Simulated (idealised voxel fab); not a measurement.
Herein follows the process module entitled voxel air gaps.
295 nm wide, 5 nm square cells: that's cross-section cut.
Each cross-section below is a grid of square cells, stated as bands in top-down order, with one or more rows of cells making up each band. Each band's line starts with the height of the band's top and of its bottom, in nm. Then come its materials from left to right, each with its width in nm. One material with "throughout" fills the band from edge to edge. "air" is empty space. We count height from 0. Below that, the starting wafer is all one material. The lowest band never ends at the bottom but goes on down; see "0 down" for how that is written. Per-row width for "30 to 40": begins at first number (top row of band), ends at second number (bottom row), increment between rows held constant. "nothing different", as given for a step, is the statement that not any cell of the cross-section underwent a change during that step. Closed-off voids of 8+ cells (no open route to the top) go in "Sealed void listing", written width x height at distance from the left edge, in nm. Text after the settings on a step's line: the simulator's own remark on that step. "overlay nm" answers the question of how far to the right of plan the mask lay on a step that has a mask, and when it is negative the answer is to the left.
STEPS IN THE PROCESS PLAN
step 1: RECEIVE (material Si)
step 2: CONFORMAL_DEP (material SiO2; thk nm 10)
step 3: CONFORMAL_DEP (material SiCN; thk nm 5)
step 4: DIRECTIONAL_DEP (material SiO2; thk nm 30)
step 5: PATTERN (tone open; mask id LINES; material resist; width nm 25; pitch nm 55; thk nm 15; overlay nm 0)
step 6: DIRECTIONAL_ETCH (etch materials SiO2; depth nm 30)
step 7: STRIP (etch materials resist)
step 8: CONFORMAL_DEP (material TiN; thk nm 5)
step 9: FILL_DEP (material Ru; thk nm 5)
step 10: CMP (height nm 45)
step 11: EPI (material Ru; thk nm 10)
step 12: SELECTIVE_ETCH (etch materials SiO2; depth nm 40)
step 13: CONFORMAL_DEP (material SiCN; thk nm 5)
CROSS-SECTION OF THE WAFER AS IT CAME TO US, I.E., ALREADY THROUGH STEP 1
	0 down  Si throughout
	Sealed void listing: none
HERE'S THE CROSS-SECTION OF THE FIRST OF OUR TWO WAFERS AT THE END OF THE MODULE - IT RAN AS PLANNED
	60 to 55  air (35)  SiCN (220)  air (40)
	55 to 45  air (35)  SiCN (5)  Ru (45)  SiCN (10)  Ru (45)  SiCN (10)  Ru (45)  SiCN (10)  Ru (45)  SiCN (5)  air (40)
	45 to 40  air (35)  SiCN (15)  TiN (5)  Ru (15)  TiN (5)  SiCN (30)  TiN (5)  Ru (15)  TiN (5)  SiCN (30)  TiN (5)  Ru (15)  TiN (5)  SiCN (30)  TiN (5)  Ru (15)  TiN (5)  SiCN (15)  air (40)
	40 to 20  air (45)  SiCN (5)  TiN (5)  Ru (15)  TiN (5)  SiCN (5)  air (20)  SiCN (5)  TiN (5)  Ru (15)  TiN (5)  SiCN (5)  air (20)  SiCN (5)  TiN (5)  Ru (15)  TiN (5)  SiCN (5)  air (20)  SiCN (5)  TiN (5)  Ru (15)  TiN (5)  SiCN (5)  air (50)
	20 to 15  SiCN (50)  TiN (25)  SiCN (30)  TiN (25)  SiCN (30)  TiN (25)  SiCN (30)  TiN (25)  SiCN (55)
	15 to 10  SiCN throughout
	10 to 0  SiO2 throughout
	0 down  Si throughout
	Sealed void listing: 20 x 20 at 80; 20 x 20 at 135; 20 x 20 at 190
END-OF-MODULE CROSS-SECTION OF THE SECOND WAFER: IDENTICAL STARTING POINT AND PROCESS PLAN TO THE FIRST, WITH ONE PROCESSING MISTAKE
	60 to 55  air (35)  SiCN (220)  air (40)
	55 to 45  air (35)  SiCN (5)  Ru (45)  SiCN (10)  Ru (45)  SiCN (10)  Ru (45)  SiCN (10)  Ru (45)  SiCN (5)  air (40)
	45 to 40  air (35)  SiCN (15)  TiN (5)  Ru (15)  TiN (5)  SiCN (30)  TiN (5)  Ru (15)  TiN (5)  SiCN (30)  TiN (5)  Ru (15)  TiN (5)  SiCN (30)  TiN (5)  Ru (15)  TiN (5)  SiCN (15)  air (40)
	40 to 20  air (45)  SiCN (5)  TiN (5)  Ru (15)  TiN (5)  SiCN (5)  air (20)  SiCN (5)  TiN (5)  Ru (15)  TiN (5)  SiCN (5)  air (20)  SiCN (5)  TiN (5)  Ru (15)  TiN (5)  SiCN (5)  air (20)  SiCN (5)  TiN (5)  Ru (15)  TiN (5)  SiCN (5)  air (50)
	20 to 15  SiCN (50)  TiN (25)  SiCN (30)  TiN (25)  SiCN (30)  TiN (25)  SiCN (30)  TiN (25)  SiCN (55)
	15 to 0  SiCN throughout
	0 down  Si throughout
	Sealed void listing: 20 x 20 at 80; 20 x 20 at 135; 20 x 20 at 190
In executing the process, a mistake was made relative to the plan: step 2 ran as: CONFORMAL_DEP (material SiCN; thk nm 10)
It is noted that, at the conclusion of processing, the second wafer exhibits a higher or lower cell count for certain materials relative to the first: +118 SiCN | -118 SiO2
